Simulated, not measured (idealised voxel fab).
The following is a process module called voxel quadruple lines.
Xsec cut, 225 nm wide, square cell size 5 nm.
A cross-section in this document is a grid of square cells, and it is written down as bands, the top band listed before the ones below it; a band is made up of one or more rows of cells. First you get the band's top height and its bottom height, in nm, and then the materials it's made of, left to right, with each width in nm. If you see a single material with "everywhere", that one covers the band edge to edge. "empty" is empty space. Note: height 0 marks the level under which the wafer is uniformly one material as received. Lowest band unbounded below, written "0 -> down". Width "30 to 40": first value at the band's top row of cells, second value at its bottom row, equal change from row to row. No cell of the cross-section changed in a step that is given as "identical to before". In "Closed empty spaces" the enclosed voids are listed, meaning empty spaces of 8 cells or larger without any opening to the top. The form is width x height at distance, distance from the left edge, units nm. What comes after the settings on a step's line is commentary from the simulator itself on that step. Regarding "overlay nm": on a step with a mask, it is the distance the mask lay to the right of its planned place; a negative value places it to the left.
**Set out below are the planned steps of the process**
- 1: RECEIVE with material Si
- 2: CONFORMAL_DEP with material SiO2, thk nm 5
- 3: DIRECTIONAL_DEP with material W, thk nm 10
- 4: DIRECTIONAL_DEP with material polySi, thk nm 15
- 5: DIRECTIONAL_DEP with material aC, thk nm 20
- 6: PATTERN with tone cover, mask id MANDREL, material resist, width nm 20, thk nm 30, overlay nm 0
- 7: DIRECTIONAL_ETCH with etch materials aC, depth nm 20
- 8: STRIP with etch materials resist
- 9: CONFORMAL_DEP with material SiO2, thk nm 10
- 10: DIRECTIONAL_ETCH with etch materials SiO2, depth nm 10
- 11: STRIP with etch materials aC
- 12: DIRECTIONAL_ETCH with etch materials polySi, depth nm 15
- 13: STRIP with etch materials SiO2
- 14: CONFORMAL_DEP with material SiCN, thk nm 5
- 15: DIRECTIONAL_ETCH with etch materials SiCN, depth nm 5
- 16: STRIP with etch materials polySi
- 17: DIRECTIONAL_ETCH with etch materials W, depth nm 10
- 18: STRIP with etch materials SiCN
- 19: FILL_DEP with material SiO2, thk nm 10
- 20: CMP with height nm 15
**Cross-section of the wafer at receipt, which is the condition after step 1**
    0 -> down | Si everywhere
    Closed empty spaces: none
**The first of two wafers, cross-sectioned at the end of the module, with the run proceeding as planned**
    15 -> 5 | SiO2 85, then W 5, then SiO2 10, then W 5, then SiO2 10, then W 5, then SiO2 10, then W 5, then SiO2 90
    5 -> 0 | SiO2 everywhere
    0 -> down | Si everywhere
    Closed empty spaces: none
**Cross-section of the latter of the two wafers at module completion. It had an identical start and an identical plan to the former; in running it, one mistake was made**
    15 -> 5 | aC 85, then W 5, then aC 10, then W 5, then aC 10, then W 5, then aC 10, then W 5, then aC 90
    5 -> 0 | SiO2 everywhere
    0 -> down | Si everywhere
    Closed empty spaces: none
Nonconformance to the process plan: step 19 off recipe, ran as FILL_DEP with material aC, thk nm 10
Upon completion, the second wafer contains, in terms of cells, a greater or smaller amount of certain materials than the first wafer: -82 SiO2, +82 aC
